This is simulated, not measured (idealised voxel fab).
process module | voxel self aligned vias
cross-section cut | 295 nm wide | cells 5 nm
A cross-section is a grid of square cells, given in bands from the top down. A band is one or more rows of cells.
Each band's line starts with the height of the band's top and of its bottom, in nm. Then come its materials from left to right, each with its width in nm. One material with "throughout" fills the band from edge to edge. "air" is empty space.
Height 0 is the level under which the wafer as received is all one material. The lowest band goes on downwards, as in "0 down".
A width such as "30 to 40" changes by the same amount from each row of cells to the next, from the band's top row to its bottom row.
"no change" after a step means that no cell of the cross-section changed.
closed voids: empty space of 8 cells or more with no open way to the top, each as width x height at its distance from the left edge, in nm
after a step's settings: what the simulator itself notes on the step
overlay nm, on a step with a mask: how far to the right of its planned place the mask lay; to the left if negative
plan
1 op RECEIVE | material Si
2 op CONFORMAL_DEP | material SiO2 | thk nm 15
3 op CONFORMAL_DEP | material SiCN | thk nm 5
4 op DIRECTIONAL_DEP | material SiO2 | thk nm 20
5 op PATTERN | tone open | mask id LINES | material resist | width nm 20 | pitch nm 60 | thk nm 15 | overlay nm 0
6 op DIRECTIONAL_ETCH | etch materials SiO2 | depth nm 20
7 op STRIP | etch materials resist
8 op CONFORMAL_DEP | material TiN | thk nm 5
9 op FILL_DEP | material Ru | thk nm 5
10 op CMP | height nm 40
11 op SELECTIVE_ETCH | etch materials W Ru TiN | depth nm 5
12 op FILL_DEP | material SiN | thk nm 5
13 op CMP | height nm 40
14 op DIRECTIONAL_DEP | material SiO2 | thk nm 10
15 op PATTERN | tone open | mask id VIAS | material resist | width nm 30 | pitch nm 60 | thk nm 20 | overlay nm 0
16 op DIRECTIONAL_ETCH | etch materials SiO2 | depth nm 20
17 op DIRECTIONAL_ETCH | etch materials SiN | depth nm 5
18 op STRIP | etch materials resist
19 op CONFORMAL_DEP | material TiN | thk nm 5
20 op FILL_DEP | material Cu | thk nm 10
21 op CMP | height nm 60
22 op CONFORMAL_DEP | material SiN | thk nm 5
varied across the wafers: thk nm of step 14. The plan shows the first wafer's value. All wafers start alike
first wafer as received, after step 1
  0 down: Si throughout
  closed voids: none
first wafer at the end, after step 22
  65 to 60: SiN throughout
  60 to 55: Cu throughout
  55 to 50: TiN 75 | Cu 20 | TiN 40 | Cu 20 | TiN 40 | Cu 20 | TiN 80
  50 to 40: SiO2 70 | TiN 5 | Cu 20 | TiN 5 | SiO2 30 | TiN 5 | Cu 20 | TiN 5 | SiO2 30 | TiN 5 | Cu 20 | TiN 5 | SiO2 75
  40 to 35: SiO2 70 | TiN 30 | SiO2 30 | TiN 30 | SiO2 30 | TiN 30 | SiO2 75
  35 to 25: SiO2 70 to 75 | TiN 10 to 5 | Ru 10 | TiN 10 to 5 | SiO2 30 to 40 | TiN 10 to 5 | Ru 10 | TiN 10 to 5 | SiO2 30 to 40 | TiN 10 to 5 | Ru 10 | TiN 10 to 5 | SiO2 75 to 80
  25 to 20: SiO2 75 | TiN 20 | SiO2 40 | TiN 20 | SiO2 40 | TiN 20 | SiO2 80
  20 to 15: SiCN throughout
  15 to 0: SiO2 throughout
  0 down: Si throughout
  closed voids: none
last wafer at the end
  65 to 60: SiN throughout
  60 to 55: SiO2 70 | TiN 30 | SiO2 30 | TiN 30 | SiO2 30 | TiN 30 | SiO2 75
  55 to 40: SiO2 throughout
  40 to 35: SiO2 75 | SiN 20 | SiO2 40 | SiN 20 | SiO2 40 | SiN 20 | SiO2 80
  35 to 25: SiO2 75 | TiN 5 | Ru 10 | TiN 5 | SiO2 40 | TiN 5 | Ru 10 | TiN 5 | SiO2 40 | TiN 5 | Ru 10 | TiN 5 | SiO2 80
  25 to 20: SiO2 75 | TiN 20 | SiO2 40 | TiN 20 | SiO2 40 | TiN 20 | SiO2 80
  20 to 15: SiCN throughout
  15 to 0: SiO2 throughout
  0 down: Si throughout
  closed voids: none
each wafer at the end: cells of each material gained (+) or lost (-) since it was received, then its closed voids
thk nm 10 | +95 Cu | +12 Ru | +59 SiCN | +59 SiN | +435 SiO2 | +107 TiN | closed voids: none
thk nm 15 | +48 Cu | +12 Ru | +59 SiCN | +59 SiN | +482 SiO2 | +107 TiN | closed voids: none
thk nm 20 | +42 Cu | +12 Ru | +59 SiCN | +59 SiN | +529 SiO2 | +66 TiN | closed voids: none
thk nm 25 | +24 Cu | +12 Ru | +59 SiCN | +71 SiN | +547 SiO2 | +54 TiN | closed voids: none
thk nm 30 | +12 Cu | +12 Ru | +59 SiCN | +71 SiN | +565 SiO2 | +48 TiN | closed voids: none
thk nm 35 | +12 Ru | +59 SiCN | +71 SiN | +583 SiO2 | +42 TiN | closed voids: none
